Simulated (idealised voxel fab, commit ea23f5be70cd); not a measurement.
Process module, titled voxel gate over fins
The cross-section on display is named cut; it measures 230 nm wide, and its cells are 5 nm squares.
Throughout this document, each cross-section is represented as a grid of square cells and is presented as a sequence of bands enumerated from the top downward, where a band comprises one or more rows of cells.
The band entry comprises the height of the band's top followed by the height of its bottom, expressed in nm, and subsequently the band's materials from left to right, each stated together with its width in nm. Where a single material is marked with the word "edge to edge", that material fills the band from edge to edge. The word "air" represents empty space.
Zero point of the height axis is 0; under it, received wafer = one material. Lowest band: continues down indefinitely, "z 0 and below".
With a width like "30->40", each row of cells in the band differs from the next by the same amount, the top row carrying the first number and the bottom row the second.
Given "identical to before" for a step, no cell of the cross-section differs between before and after that step.
Look at "Listed closed voids" for the closed voids: empty spaces with no open path to the top, sized 8 cells or up. Each is width x height at distance, distance from the left edge, all nm.
Anything after a step's settings on that line? It's the simulator's own note about the step.
The optional step-line setting "overlay nm" applies to steps with a mask and quantifies how far to the right of its planned location the mask lay, a negative value indicating leftward placement.

Steps in the process plan
1) RECEIVE: material Si
2) CONFORMAL_DEP: material SiN, thk nm 5
3) MASKED_ETCH: tone cover, mask id FINS, width nm 15, pitch nm 45, etch materials SiN, depth nm 5, overlay nm 0
4) MASKED_ETCH: tone cover, mask id FINS, width nm 15, pitch nm 45, etch materials Si, depth nm 40, overlay nm 0
5) FILL_DEP: material SiO2, thk nm 5
6) CMP: height nm 5
7) SELECTIVE_ETCH: etch materials SiO2, depth nm 15
8) STRIP: etch materials SiN
9) CONFORMAL_DEP: material HfO2, thk nm 5
10) CONFORMAL_DEP: material TiN, thk nm 5
11) FILL_DEP: material W, thk nm 10
12) CMP: height nm 15
13) CONFORMAL_DEP: material SiCN, thk nm 5

As-received state of the wafer in cross-section, equivalent to post-step 1
z 0 and below = Si edge to edge
Listed closed voids: none

End-of-module cross-section. Starting structure and process plan as above; one mistake made in running it
z 20 to 15 = SiCN edge to edge
z 15 to 10 = W edge to edge
z 10 to 0 = W (75)  HfO2 (35)  W (10)  HfO2 (35)  W (75)
z 0 to -10 = HfO2 (85)  Si (15)  HfO2 (30)  Si (15)  HfO2 (85)
z -10 to -40 = SiO2 (85)  Si (15)  SiO2 (30)  Si (15)  SiO2 (85)
z -40 and below = Si edge to edge
Listed closed voids: none
So what did we get wrong on this run? step 10 changed vs plan, executed as CONFORMAL_DEP: material HfO2, thk nm 5
